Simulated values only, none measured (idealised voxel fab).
The process module presented herein is designated voxel lift off.
Displayed cross-section: cut, width of 235 nm, square cells sized 5 nm.
We lay out every cross-section as a grid of square cells and spell it out in bands from the top down, where one band means one or more rows of cells. What a band's entry tells you: where the top is and where the bottom is, as heights in nm, and after that what lies inside, material by material from left to right, each with its width in nm. Empty space is written as the word "empty", and a single material marked with the word "all across" occupies the band from edge to edge. Zero point of the height axis is 0; under it, received wafer = one material. Lowest band: continues down indefinitely, "z 0 and below". When a width is written as two numbers, as in "30->40", the first number is the width in the top row of cells of the band and the second is the width in its bottom row, and the width changes by the same amount from each row to the next. Where a step carries "same as before", the cross-section came out of it unchanged, cell for cell. "Trapped voids" lists enclosed empty spaces (at least 8 cells, no open path upward to the top), each as width x height at distance from the left edge, in nm. Step line, after settings: the simulator's comment on this step. When a step includes a mask, the "overlay nm" setting on its line states how far to the right of its planned place that mask lay, and negative values state how far to the left.
## So here's the lineup of process steps we planned
1,RECEIVE, material Si
2,CONFORMAL_DEP, material SiN, thk nm 10
3,PATTERN, tone open, mask id LINES, material resist, width nm 25, pitch nm 40, thk nm 30, overlay nm 0
4,DIRECTIONAL_DEP, material Ru, thk nm 15
5,STRIP, etch materials resist
6,CONFORMAL_DEP, material SiCN, thk nm 10
## Shown in cross-section is the wafer as received, that is, as it stands after step 1
  z 0 and below  Si all across
  Trapped voids: none
## Cross-sectional result after module completion. Note: starting condition and plan are unchanged from above; one processing mistake was made
  z 35 to 25  95 SiCN, then 5 empty, then 35 SiCN, then 5 empty, then 95 SiCN
  z 25 to 20  85 Ru, then 10 SiCN, then 5 empty, then 10 SiCN, then 15 Ru, then 10 SiCN, then 5 empty, then 10 SiCN, then 85 Ru
  z 20 to 10  85 Ru, then 25 SiCN, then 15 Ru, then 25 SiCN, then 85 Ru
  z 10 to 0  SiN all across
  z 0 and below  Si all across
  Trapped voids: none
Processing error: it should be noted that step 3 was executed with settings other than those planned, the operation and settings actually applied being PATTERN, tone cover, mask id LINES, material resist, width nm 25, pitch nm 40, thk nm 30, overlay nm 0
